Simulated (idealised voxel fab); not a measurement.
The process module that follows is named voxel released beams.
The width of the displayed cross-section, cut, is 195 nm; its cells are square, with a size of 5 nm.
Just so we're on the same page, the cross-sections are grids of square cells, and they're listed out in bands top to bottom, each band one or more rows deep.
The entry gives the band's vertical extent as a top height and a bottom height in nm, then its horizontal make-up as materials from left to right, each with a width in nm. "air" stands for empty space; a single material marked "full width" fills the band edge to edge.
A quick word on heights: they are counted from 0, and under that level the wafer as it came to us is one material throughout. The lowest band is different from the rest in having no bottom; it simply continues downward, written as in "0..down".
A two-number width, for instance "30 to 40", indicates that the width is equal to the first number in the top row of the band and to the second number in the bottom row, and that it changes by a constant amount per row of cells.
"changes: none" after a step means that no cell of the cross-section changed.
"Closed empty spaces" enumerates empty spaces isolated from the top, with no open way to it, that contain at least 8 cells, giving each as width x height at distance from the left edge, all three in nm.
That trailing text on a step's line, after the settings, is the simulator's own remark on the step.
overlay nm: for a step with a mask, the amount by which the mask lay right of where it was planned; a negative amount means left of it.
## Set out below are the planned steps of the process
1. op RECEIVE | material Si
2. op CONFORMAL_DEP | material SiN | thk nm 5
3. op DIRECTIONAL_DEP | material SiO2 | thk nm 10
4. op DIRECTIONAL_DEP | material aC | thk nm 10
5. op PATTERN | tone open | mask id ANCHOR | material resist | width nm 30 | thk nm 30 | overlay nm 0
6. op DIRECTIONAL_ETCH | etch materials aC | depth nm 10
7. op STRIP | etch materials resist
8. op DIRECTIONAL_ETCH | etch materials SiO2 | depth nm 10
9. op STRIP | etch materials aC
10. op CONFORMAL_DEP | material W | thk nm 15
11. op MASKED_ETCH | tone cover | mask id BEAM | width nm 110 | etch materials W | depth nm 15 | overlay nm 0
12. op STRIP | etch materials SiO2
Every wafer here starts from the same state; it is the step 5 width nm that distinguishes them, and the value the plan gives belongs to the first wafer.
## Sectional view: first of several wafers, as received, after step 1
0..down: Si full width
Closed empty spaces: none
## Module finished, last step 12 done: cross-section of the first of several wafers
30..15: 40 air, 110 W, 45 air
15..5: 50 air, 30 W, 115 air
5..0: SiN full width
0..down: Si full width
Closed empty spaces: none
## The final wafer, sectioned at module end
30..20: 40 air, 15 W, 25 air, 70 W, 45 air
20..15: 40 air, 110 W, 45 air
15..5: 40 air, 55 W, 100 air
5..0: SiN full width
0..down: Si full width
Closed empty spaces: none
## Here is how to read the rows: every wafer has a row, and it shows the wafer at the end of the module, giving for each material how many cells were gained (+) or lost (-) since the wafer was received, then listing its closed voids
width nm 30; +39 SiN; +78 W; Closed empty spaces: none
width nm 35; +39 SiN; +78 W; Closed empty spaces: none
width nm 40; +39 SiN; +78 W; Closed empty spaces: none
width nm 45; +39 SiN; +78 W; Closed empty spaces: none
width nm 50; +39 SiN; +78 W; Closed empty spaces: none
width nm 55; +39 SiN; +78 W; Closed empty spaces: none
